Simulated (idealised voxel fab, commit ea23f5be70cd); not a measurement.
process module | voxel transistor to metal
cross-section cut | 190 nm wide | cells 5 nm
A cross-section is a grid of square cells, given in bands from the top down. A band is one or more rows of cells.
Each band's line starts with the height of the band's top and of its bottom, in nm. Then come its materials from left to right, each with its width in nm. One material with "throughout" fills the band from edge to edge. "air" is empty space.
Height 0 is the level under which the wafer as received is all one material. The lowest band goes on downwards, as in "0 down".
A width such as "30 to 40" changes by the same amount from each row of cells to the next, from the band's top row to its bottom row.
"no change" after a step means that no cell of the cross-section changed.
closed voids: empty space of 8 cells or more with no open way to the top, each as width x height at its distance from the left edge, in nm
after a step's settings: what the simulator itself notes on the step
overlay nm, on a step with a mask: how far to the right of its planned place the mask lay; to the left if negative
plan
1 op RECEIVE | material Si
2 op OXIDIZE | depth nm 5
3 op CONFORMAL_DEP | material SiN | thk nm 15
4 op PATTERN | tone cover | mask id ACTIVE | material resist | width nm 115 | thk nm 20 | overlay nm 0
5 op DIRECTIONAL_ETCH | etch materials SiN | depth nm 15
6 op DIRECTIONAL_ETCH | etch materials SiO2 | depth nm 5
7 op DIRECTIONAL_ETCH | etch materials Si | depth nm 30
8 op STRIP | etch materials resist
9 op FILL_DEP | material SiO2 | thk nm 10
10 op CMP | height nm 15
11 op SELECTIVE_ETCH | etch materials SiO2 | depth nm 15
12 op STRIP | etch materials SiN
13 op SELECTIVE_ETCH | etch materials SiO2 | depth nm 5
14 op OXIDIZE | depth nm 5
15 op DIRECTIONAL_DEP | material polySi | thk nm 25
16 op DIRECTIONAL_DEP | material SiCN | thk nm 10
17 op MASKED_ETCH | tone cover | mask id GATE | width nm 25 | etch materials SiCN | depth nm 20 | overlay nm 0
18 op MASKED_ETCH | tone cover | mask id GATE | width nm 25 | etch materials polySi | depth nm 35 | overlay nm 0
19 op CONFORMAL_DEP | material SiO2 | thk nm 5
20 op DIRECTIONAL_ETCH | etch materials SiO2 | depth nm 5
21 op CONFORMAL_DEP | material SiN | thk nm 10
22 op DIRECTIONAL_ETCH | etch materials SiN | depth nm 10
23 op DIRECTIONAL_ETCH | etch materials SiO2 | depth nm 5
24 op EPI | material pSi | thk nm 5
25 op FILL_DEP | material SiO2 | thk nm 10
26 op CMP | height nm 20
27 op STRIP | etch materials polySi
28 op SELECTIVE_ETCH | etch materials SiO2 | depth nm 5
29 op CONFORMAL_DEP | material HfO2 | thk nm 5
30 op CONFORMAL_DEP | material TiN | thk nm 5
31 op FILL_DEP | material W | thk nm 10
32 op CMP | height nm 15
33 op DIRECTIONAL_DEP | material SiO2 | thk nm 15
34 op PATTERN | tone open | mask id CONTACT | material resist | width nm 15 | pitch nm 80 | thk nm 15 | overlay nm 0
35 op DIRECTIONAL_ETCH | etch materials SiO2 | depth nm 35
36 op STRIP | etch materials resist
37 op CONFORMAL_DEP | material TiN | thk nm 5
38 op FILL_DEP | material Ru | thk nm 10
39 op CMP | height nm 30
40 op DIRECTIONAL_DEP | material TiN | thk nm 5
41 op DIRECTIONAL_DEP | material W | thk nm 15
42 op MASKED_ETCH | tone cover | mask id METAL_1 | width nm 15 | pitch nm 80 | etch materials W | depth nm 15 | overlay nm 0
43 op MASKED_ETCH | tone cover | mask id METAL_1 | width nm 15 | pitch nm 80 | etch materials TiN | depth nm 5 | overlay nm 0
44 op CONFORMAL_DEP | material SiCN | thk nm 5
45 op FILL_DEP | material lowk | thk nm 5
46 op CMP | height nm 50
47 op CONFORMAL_DEP | material SiCN | thk nm 5
48 op DIRECTIONAL_DEP | material SiO2 | thk nm 30
49 op DIRECTIONAL_DEP | material aC | thk nm 15
50 op PATTERN | tone open | mask id METAL_2 | material resist | width nm 15 | pitch nm 80 | thk nm 30 | overlay nm 0
51 op DIRECTIONAL_ETCH | etch materials aC | depth nm 15
52 op STRIP | etch materials resist
53 op DIRECTIONAL_ETCH | etch materials SiO2 | depth nm 15
54 op STRIP | etch materials aC
55 op PATTERN | tone open | mask id METAL_2_HOLES | material resist | width nm 15 | pitch nm 80 | thk nm 15 | overlay nm 0
56 op DIRECTIONAL_ETCH | etch materials SiO2 | depth nm 15
57 op DIRECTIONAL_ETCH | etch materials SiCN | depth nm 5
58 op STRIP | etch materials resist
59 op CONFORMAL_DEP | material TiN | thk nm 5
60 op FILL_DEP | material Cu | thk nm 5
61 op CMP | height nm 85
62 op CONFORMAL_DEP | material SiN | thk nm 5
as received, after step 1
  0 down: Si throughout
  closed voids: none
first wafer at the end, as planned
  90 to 85: SiN throughout
  85 to 55: SiO2 45 | TiN 5 | Cu 5 | TiN 5 | SiO2 65 | TiN 5 | Cu 5 | TiN 5 | SiO2 50
  55 to 50: SiCN 45 | TiN 15 | SiCN 65 | TiN 15 | SiCN 50
  50 to 35: lowk 40 | SiCN 5 | W 15 | SiCN 5 | lowk 55 | SiCN 5 | W 15 | SiCN 5 | lowk 45
  35 to 30: SiCN 45 | TiN 15 | SiCN 65 | TiN 15 | SiCN 50
  30 to 15: SiO2 45 | TiN 5 | Ru 5 | TiN 5 | SiO2 65 | TiN 5 | Ru 5 | TiN 5 | SiO2 50
  15 to 0: SiO2 45 | TiN 5 | Ru 5 | TiN 5 | SiO2 5 | SiN 10 | HfO2 5 | TiN 5 | W 15 | TiN 5 | HfO2 5 | SiN 10 | SiO2 5 | TiN 5 | Ru 5 | TiN 5 | SiO2 50
  0 to -5: SiO2 45 | TiN 15 | SiO2 5 | SiN 10 | HfO2 5 | TiN 25 | HfO2 5 | SiN 10 | SiO2 5 | TiN 15 | SiO2 50
  -5 to -10: SiO2 30 | pSi 35 | SiO2 10 | HfO2 35 | SiO2 10 | pSi 35 | SiO2 35
  -10 to -35: SiO2 35 | Si 115 | SiO2 40
  -35 down: Si throughout
  closed voids: none
second wafer at the end: like start, like plan, one mistake
  90 to 85: SiN throughout
  85 to 55: SiO2 45 | TiN 5 | Cu 5 | TiN 5 | SiO2 65 | TiN 5 | Cu 5 | TiN 5 | SiO2 50
  55 to 50: SiCN 45 | TiN 15 | SiCN 65 | TiN 15 | SiCN 50
  50 to 35: lowk 40 | SiCN 5 | W 15 | SiCN 5 | lowk 55 | SiCN 5 | W 15 | SiCN 5 | lowk 45
  35 to 30: SiCN 45 | TiN 15 | SiCN 65 | TiN 15 | SiCN 50
  30 to 20: Ru 40 | TiN 5 | SiO2 15 | TiN 5 | Ru 55 | TiN 5 | SiO2 15 | TiN 5 | Ru 45
  20 to 15: Ru 40 | TiN 5 | SiO2 15 | TiN 65 | SiO2 15 | TiN 5 | Ru 45
  15 to 0: Ru 40 | TiN 5 | SiO2 15 | TiN 5 | SiN 10 | HfO2 5 | TiN 5 | W 15 | TiN 5 | HfO2 5 | SiN 10 | TiN 5 | SiO2 15 | TiN 5 | Ru 45
  0 to -5: TiN 45 | SiO2 15 | TiN 5 | SiN 10 | HfO2 5 | TiN 25 | HfO2 5 | SiN 10 | TiN 5 | SiO2 15 | TiN 50
  -5 to -10: SiO2 30 | pSi 35 | SiO2 10 | HfO2 35 | SiO2 10 | pSi 35 | SiO2 35
  -10 to -35: SiO2 35 | Si 115 | SiO2 40
  -35 down: Si throughout
  closed voids: none
what went wrong: step 34 ran as: op PATTERN | tone cover | mask id CONTACT | material resist | width nm 15 | pitch nm 80 | thk nm 15 | overlay nm 0
at the end the second wafer has, in cells: 112 more of Ru | 138 fewer of SiO2 | 26 more of TiN
